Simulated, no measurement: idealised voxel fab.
Process module heading - voxel tone inversion
For reference, the cross-section in this document is cut, with width 150 nm and square cells of 5 nm.
Cross-section = grid of square cells, listed top down in bands; band = one or more rows. Basically the band line says how high the top is and how high the bottom is, in nm, and then what's in it from left to right, every material with its width in nm. Empty space shows up as "empty", and if a single material carries "full width" it runs the full band edge to edge. Height is counted from the level 0, under which the received wafer is composed throughout of one material. The lowest of the bands is not closed at the bottom but continues downward, in the notation "0..down". The expression "30..40" gives the width at the extremes of the band, the first number at its top row of cells and the second at its bottom row, with the width changing by equal amounts from each row to the next in between. It should be understood that the words "left unchanged", when stated for a given step, signify that the cross-section underwent no change in any of its cells during that step. This entry, "Fully sealed cavities", enumerates those empty regions of no fewer than 8 cells that possess no open connection to the top. Each region is reported in the form width x height at distance, the distance being taken from the left edge, with all three quantities expressed in nm. Formally, on a step line, whatever follows the settings is a remark that the simulator itself makes on the step. overlay nm, on a step with a mask: how far to the right of its planned place the mask lay; to the left if negative.
These are the steps we planned for the process
| 1 | RECEIVE with material Si |
| 2 | CONFORMAL_DEP with material SiN, thk nm 10 |
| 3 | DIRECTIONAL_DEP with material aC, thk nm 25 |
| 4 | PATTERN with tone cover, mask id POSTS, material resist, width nm 15, pitch nm 45, thk nm 30, overlay nm 0 |
| 5 | DIRECTIONAL_ETCH with etch materials aC, depth nm 25 |
| 6 | STRIP with etch materials resist |
| 7 | FILL_DEP with material SiO2, thk nm 5 |
| 8 | CMP with height nm 35 |
| 9 | STRIP with etch materials aC |
| 10 | CONFORMAL_DEP with material TiN, thk nm 5 |
| 11 | FILL_DEP with material W, thk nm 5 |
| 12 | CMP with height nm 35 |
| 13 | CONFORMAL_DEP with material SiCN, thk nm 5 |
Here's what the wafer looked like in cross-section when it arrived - that's after step 1
    0..down | Si full width
    Fully sealed cavities: none
Starting wafer: above. Plan: above. Run: one mistake. Cross-section after the module: below
    40..35 | SiCN full width
    35..15 | 20 SiO2, then 5 TiN, then 10 W, then 5 TiN, then 25 SiO2, then 5 TiN, then 10 W, then 5 TiN, then 25 SiO2, then 5 TiN, then 10 W, then 5 TiN, then 20 SiO2
    15..10 | 20 SiO2, then 20 TiN, then 25 SiO2, then 20 TiN, then 25 SiO2, then 20 TiN, then 20 SiO2
    10..0 | SiN full width
    0..down | Si full width
    Fully sealed cavities: none
The plan and the run diverged here: the process deviated at step 4: the operation and settings actually run there were PATTERN with tone cover, mask id POSTS, material resist, width nm 20, pitch nm 45, thk nm 30, overlay nm 0
